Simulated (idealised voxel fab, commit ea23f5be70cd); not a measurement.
process module | voxel wiring stack
cross-section cut | 155 nm wide | cells 5 nm
A cross-section is a grid of square cells, given in bands from the top down. A band is one or more rows of cells.
Each band's line starts with the height of the band's top and of its bottom, in nm. Then come its materials from left to right, each with its width in nm. One material with "throughout" fills the band from edge to edge. "air" is empty space.
Height 0 is the level under which the wafer as received is all one material. The lowest band goes on downwards, as in "0 down".
A width such as "30 to 40" changes by the same amount from each row of cells to the next, from the band's top row to its bottom row.
"no change" after a step means that no cell of the cross-section changed.
closed voids: empty space of 8 cells or more with no open way to the top, each as width x height at its distance from the left edge, in nm
after a step's settings: what the simulator itself notes on the step
overlay nm, on a step with a mask: how far to the right of its planned place the mask lay; to the left if negative
plan
1 op RECEIVE | material Si
2 op CONFORMAL_DEP | material SiO2 | thk nm 15
3 op DIRECTIONAL_DEP | material TiN | thk nm 5
4 op DIRECTIONAL_DEP | material W | thk nm 15
5 op MASKED_ETCH | tone cover | mask id METAL_1 | width nm 20 | pitch nm 45 | etch materials W | depth nm 15 | overlay nm 0
6 op MASKED_ETCH | tone cover | mask id METAL_1 | width nm 20 | pitch nm 45 | etch materials TiN | depth nm 5 | overlay nm 0
7 op CONFORMAL_DEP | material SiN | thk nm 5
8 op FILL_DEP | material lowk | thk nm 5
9 op CMP | height nm 35
10 op CONFORMAL_DEP | material SiCN | thk nm 5
11 op DIRECTIONAL_DEP | material lowk | thk nm 15
12 op PATTERN | tone open | mask id PLUG_1 | material resist | width nm 15 | pitch nm 90 | thk nm 15 | overlay nm 0
13 op DIRECTIONAL_ETCH | etch materials lowk | depth nm 15
14 op DIRECTIONAL_ETCH | etch materials SiCN | depth nm 5
15 op STRIP | etch materials resist
16 op CONFORMAL_DEP | material TiN | thk nm 5
17 op FILL_DEP | material W | thk nm 10
18 op CMP | height nm 55
19 op CONFORMAL_DEP | material SiN | thk nm 5
20 op DIRECTIONAL_DEP | material SiO2 | thk nm 25
21 op DIRECTIONAL_DEP | material aC | thk nm 15
22 op PATTERN | tone open | mask id METAL_2 | material resist | width nm 20 | pitch nm 45 | thk nm 30 | overlay nm 0
23 op DIRECTIONAL_ETCH | etch materials aC | depth nm 15
24 op STRIP | etch materials resist
25 op DIRECTIONAL_ETCH | etch materials SiO2 | depth nm 25
26 op DIRECTIONAL_ETCH | etch materials SiN | depth nm 5
27 op STRIP | etch materials aC
28 op CONFORMAL_DEP | material TiN | thk nm 5
29 op FILL_DEP | material W | thk nm 10
30 op CMP | height nm 85
31 op CONFORMAL_DEP | material SiCN | thk nm 5
32 op DIRECTIONAL_DEP | material SiO2 | thk nm 20
33 op DIRECTIONAL_DEP | material aC | thk nm 10
34 op PATTERN | tone open | mask id PLUG_2 | material resist | width nm 15 | pitch nm 90 | thk nm 30 | overlay nm 0
35 op DIRECTIONAL_ETCH | etch materials aC | depth nm 10
36 op STRIP | etch materials resist
37 op DIRECTIONAL_ETCH | etch materials SiO2 | depth nm 20
38 op DIRECTIONAL_ETCH | etch materials SiCN | depth nm 5
39 op STRIP | etch materials aC
40 op EPI | material Ru | thk nm 10
41 op EPI | material Ru | thk nm 10
42 op EPI | material Ru | thk nm 5
43 op CONFORMAL_DEP | material SiN | thk nm 5
44 op DIRECTIONAL_DEP | material lowk | thk nm 25
45 op MASKED_ETCH | tone open | mask id METAL_3 | width nm 20 | pitch nm 45 | etch materials lowk | depth nm 25 | overlay nm 0
46 op MASKED_ETCH | tone open | mask id METAL_3 | width nm 20 | pitch nm 45 | etch materials SiN | depth nm 5 | overlay nm 0
47 op CONFORMAL_DEP | material TiN | thk nm 5
48 op FILL_DEP | material Cu | thk nm 10
49 op CMP | height nm 140
50 op CONFORMAL_DEP | material SiCN | thk nm 5
51 op DIRECTIONAL_DEP | material lowk | thk nm 10
52 op DIRECTIONAL_DEP | material aC | thk nm 10
53 op PATTERN | tone open | mask id PLUG_3 | material resist | width nm 15 | pitch nm 45 | thk nm 25 | overlay nm 0
54 op DIRECTIONAL_ETCH | etch materials aC | depth nm 10
55 op STRIP | etch materials resist
56 op DIRECTIONAL_ETCH | etch materials lowk | depth nm 10
57 op DIRECTIONAL_ETCH | etch materials SiCN | depth nm 5
58 op STRIP | etch materials aC
59 op CONFORMAL_DEP | material TiN | thk nm 5
60 op FILL_DEP | material W | thk nm 5
61 op CMP | height nm 155
62 op DIRECTIONAL_DEP | material TiN | thk nm 5
63 op DIRECTIONAL_DEP | material W | thk nm 15
64 op PATTERN | tone cover | mask id METAL_4 | material resist | width nm 20 | pitch nm 45 | thk nm 20 | overlay nm -5
65 op DIRECTIONAL_ETCH | etch materials W | depth nm 15
66 op DIRECTIONAL_ETCH | etch materials TiN | depth nm 5
67 op STRIP | etch materials resist
68 op CONFORMAL_DEP | material SiCN | thk nm 5
69 op FILL_DEP | material lowk | thk nm 5
70 op CMP | height nm 175
71 op CONFORMAL_DEP | material SiCN | thk nm 5
varied across the wafers: overlay nm of step 64. The plan shows the first wafer's value. All wafers start alike
first wafer as received, after step 1
  0 down: Si throughout
  closed voids: none
each wafer at the end: cells of each material gained (+) or lost (-) since it was received, then its closed voids
overlay nm -5 | +30 Cu | +30 Ru | +140 SiCN | +75 SiN | +288 SiO2 | +147 TiN | +114 W | +292 lowk | closed voids: none
overlay nm 0 | +30 Cu | +30 Ru | +140 SiCN | +75 SiN | +288 SiO2 | +147 TiN | +114 W | +292 lowk | closed voids: none
overlay nm 5 | +30 Cu | +30 Ru | +140 SiCN | +75 SiN | +288 SiO2 | +147 TiN | +114 W | +292 lowk | closed voids: none
overlay nm 10 | +30 Cu | +30 Ru | +140 SiCN | +75 SiN | +288 SiO2 | +147 TiN | +114 W | +292 lowk | closed voids: none
